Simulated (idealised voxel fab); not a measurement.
A process module follows: voxel self aligned vias.
The cross-section shown here is cut; it is 275 nm wide and divided into square cells measuring 5 nm on a side.
Cross-sections here: square-cell grids, written as top-down lists of bands, a band being one or more rows of cells.
The band entry comprises the height of the band's top followed by the height of its bottom, expressed in nm, and subsequently the band's materials from left to right, each stated together with its width in nm. Where a single material is marked with the word "all across", that material fills the band from edge to edge. The word "air" represents empty space.
The reference from which all heights are counted is 0, the level beneath which the as-received wafer is entirely one material; the lowest band, having no lower bound, proceeds downward and is written after the example "z 0 and below".
Note: "30->40" means the width goes from the first number (top row of the band) to the second number (bottom row) in equal steps per row of cells.
No cell of the cross-section changed in a step that is given as "identical to before".
Look at "Voids, enclosed" for the closed voids: empty spaces with no open path to the top, sized 8 cells or up. Each is width x height at distance, distance from the left edge, all nm.
Text after the settings on a step's line: the simulator's own remark on that step.
"overlay nm" on a masked step: distance the mask lay right of its planned place, negative for left.

PLANNED PROCESS STEPS
1) RECEIVE: material Si
2) CONFORMAL_DEP: material SiO2, thk nm 15
3) CONFORMAL_DEP: material SiCN, thk nm 5
4) DIRECTIONAL_DEP: material SiO2, thk nm 30
5) DIRECTIONAL_DEP: material aC, thk nm 15
6) PATTERN: tone open, mask id LINES, material resist, width nm 20, pitch nm 65, thk nm 35, overlay nm 0
7) DIRECTIONAL_ETCH: etch materials aC, depth nm 15
8) STRIP: etch materials resist
9) DIRECTIONAL_ETCH: etch materials SiO2, depth nm 30
10) STRIP: etch materials aC
11) CONFORMAL_DEP: material TiN, thk nm 5
12) FILL_DEP: material W, thk nm 5
13) CMP: height nm 50
14) SELECTIVE_ETCH: etch materials W Ru TiN, depth nm 5
15) FILL_DEP: material SiN, thk nm 10
16) CMP: height nm 50
17) DIRECTIONAL_DEP: material SiO2, thk nm 15
18) DIRECTIONAL_DEP: material aC, thk nm 15
19) PATTERN: tone open, mask id VIAS, material resist, width nm 40, pitch nm 130, thk nm 35, overlay nm 0
20) DIRECTIONAL_ETCH: etch materials aC, depth nm 15
21) STRIP: etch materials resist
22) DIRECTIONAL_ETCH: etch materials SiO2, depth nm 15
23) DIRECTIONAL_ETCH: etch materials SiN, depth nm 5
24) STRIP: etch materials aC
25) CONFORMAL_DEP: material TiN, thk nm 5
26) FILL_DEP: material Cu, thk nm 5
27) CMP: height nm 65
28) CONFORMAL_DEP: material SiCN, thk nm 5

CROSS-SECTION: WAFER ON ARRIVAL = AFTER STEP 1
z 0 and below: Si all across
Voids, enclosed: none

FIRST WAFER OF TWO, SECTIONED AT END OF MODULE; RUN WENT PER PLAN
z 70 to 65: SiCN all across
z 65 to 55: SiO2 50 nm; TiN 5 nm; Cu 30 nm; TiN 5 nm; SiO2 90 nm; TiN 5 nm; Cu 30 nm; TiN 5 nm; SiO2 55 nm
z 55 to 50: SiO2 50 nm; TiN 15 nm; Cu 10 nm; TiN 15 nm; SiO2 90 nm; TiN 15 nm; Cu 10 nm; TiN 15 nm; SiO2 55 nm
z 50 to 45: SiO2 60 nm; TiN 20 nm; SiO2 45 nm; SiN 20 nm; SiO2 45 nm; TiN 20 nm; SiO2 65 nm
z 45 to 25: SiO2 60 nm; TiN 5 nm; W 10 nm; TiN 5 nm; SiO2 45 nm; TiN 5 nm; W 10 nm; TiN 5 nm; SiO2 45 nm; TiN 5 nm; W 10 nm; TiN 5 nm; SiO2 65 nm
z 25 to 20: SiO2 60 nm; TiN 20 nm; SiO2 45 nm; TiN 20 nm; SiO2 45 nm; TiN 20 nm; SiO2 65 nm
z 20 to 15: SiCN all across
z 15 to 0: SiO2 all across
z 0 and below: Si all across
Voids, enclosed: none

HERE IS THE SECOND OF THE TWO WAFERS CUT OPEN AT THE END OF THE MODULE - SAME START, SAME PLAN AS THE FIRST ONE, BUT WE MADE ONE MISTAKE RUNNING IT
z 70 to 65: SiCN all across
z 65 to 55: Cu 45 nm; TiN 5 nm; SiO2 40 nm; TiN 5 nm; Cu 80 nm; TiN 5 nm; SiO2 40 nm; TiN 5 nm; Cu 50 nm
z 55 to 50: TiN 50 nm; SiO2 40 nm; TiN 40 nm; Cu 10 nm; TiN 40 nm; SiO2 40 nm; TiN 55 nm
z 50 to 45: SiO2 60 nm; SiN 20 nm; SiO2 45 nm; TiN 20 nm; SiO2 45 nm; SiN 20 nm; SiO2 65 nm
z 45 to 25: SiO2 60 nm; TiN 5 nm; W 10 nm; TiN 5 nm; SiO2 45 nm; TiN 5 nm; W 10 nm; TiN 5 nm; SiO2 45 nm; TiN 5 nm; W 10 nm; TiN 5 nm; SiO2 65 nm
z 25 to 20: SiO2 60 nm; TiN 20 nm; SiO2 45 nm; TiN 20 nm; SiO2 45 nm; TiN 20 nm; SiO2 65 nm
z 20 to 15: SiCN all across
z 15 to 0: SiO2 all across
z 0 and below: Si all across
Voids, enclosed: none
Nonconformance to the process plan: step 19 ran with different settings than intended, the actual operation and settings being PATTERN: tone cover, mask id VIAS, material resist, width nm 40, pitch nm 130, thk nm 35, overlay nm 0
Materials where the second wafer ends with more or fewer cells than the first: Cu +44, SiN +4, SiO2 -69, TiN +21
